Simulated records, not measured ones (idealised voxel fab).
Process module name: voxel lift off
Cross-section cut: width 190 nm, square cells of 5 nm.
In this document a cross-section is written as a grid of square cells. It is given as a series of bands, listed from the top down, and a band is one or more rows of cells.
The entry gives the band's vertical extent as a top height and a bottom height in nm, then its horizontal make-up as materials from left to right, each with a width in nm. "blank" stands for empty space; a single material marked "everywhere" fills the band edge to edge.
Note: height 0 marks the level under which the wafer is uniformly one material as received. Lowest band unbounded below, written "0 down".
The notation "30->40" denotes a width that varies across the rows of cells in the band, beginning at the first number in the top row, finishing at the second number in the bottom row, and changing by an identical amount from each row to the next.
Reading "nothing changed" for a step: not a cell of the cross-section changed in it.
Under "Closed void register" you'll find the enclosed gaps, the ones with no way out to the top, that are 8 cells or bigger; each reads width x height at distance, with distance counted from the left edge, everything in nm.
Past the settings on a step's line: simulator remark, on that step.
overlay nm: step with mask; distance mask lay right of planned place; negative value = left of planned place.
-- This section lists the process steps that were planned
- 1: RECEIVE,material Si
- 2: CONFORMAL_DEP,material SiN,thk nm 15
- 3: PATTERN,tone open,mask id LINES,material resist,width nm 20,pitch nm 50,thk nm 30,overlay nm 0
- 4: DIRECTIONAL_DEP,material Ru,thk nm 15
- 5: STRIP,etch materials resist
- 6: CONFORMAL_DEP,material SiO2,thk nm 5
The plan shows the width nm of step 3 as the first wafer had it; this setting differs between the wafers, which start out alike.
-- Step 1 complete: as-received cross-section of the first of several wafers
> 0 down = Si everywhere
> Closed void register: none
-- First of several wafers: cross-section at the end of the module, after step 6, its last step
> 35 to 30 = blank 30 / SiO2 30 / blank 20 / SiO2 30 / blank 20 / SiO2 30 / blank 30
> 30 to 20 = blank 30 / SiO2 5 / Ru 20 / SiO2 5 / blank 20 / SiO2 5 / Ru 20 / SiO2 5 / blank 20 / SiO2 5 / Ru 20 / SiO2 5 / blank 30
> 20 to 15 = SiO2 35 / Ru 20 / SiO2 30 / Ru 20 / SiO2 30 / Ru 20 / SiO2 35
> 15 to 0 = SiN everywhere
> 0 down = Si everywhere
> Closed void register: none
-- Cross-sectional view of the final wafer of several at the module's end
> 35 to 30 = blank 25 / SiO2 45 / blank 5 / SiO2 45 / blank 5 / SiO2 45 / blank 20
> 30 to 20 = blank 25 / SiO2 5 / Ru 35 / SiO2 5 / blank 5 / SiO2 5 / Ru 35 / SiO2 5 / blank 5 / SiO2 5 / Ru 35 / SiO2 5 / blank 20
> 20 to 15 = SiO2 30 / Ru 35 / SiO2 15 / Ru 35 / SiO2 15 / Ru 35 / SiO2 25
> 15 to 0 = SiN everywhere
> 0 down = Si everywhere
> Closed void register: none
-- Note: the following table is arranged by wafer, a row apiece. Each row reports the end-of-module state: per material, cells gained (+) or cells lost (-) compared with the wafer as received; closed voids follow
width nm 20 | +36 Ru | +114 SiN | +56 SiO2 | Closed void register: none
width nm 25 | +45 Ru | +114 SiN | +56 SiO2 | Closed void register: none
width nm 30 | +54 Ru | +114 SiN | +56 SiO2 | Closed void register: none
width nm 35 | +63 Ru | +114 SiN | +56 SiO2 | Closed void register: none
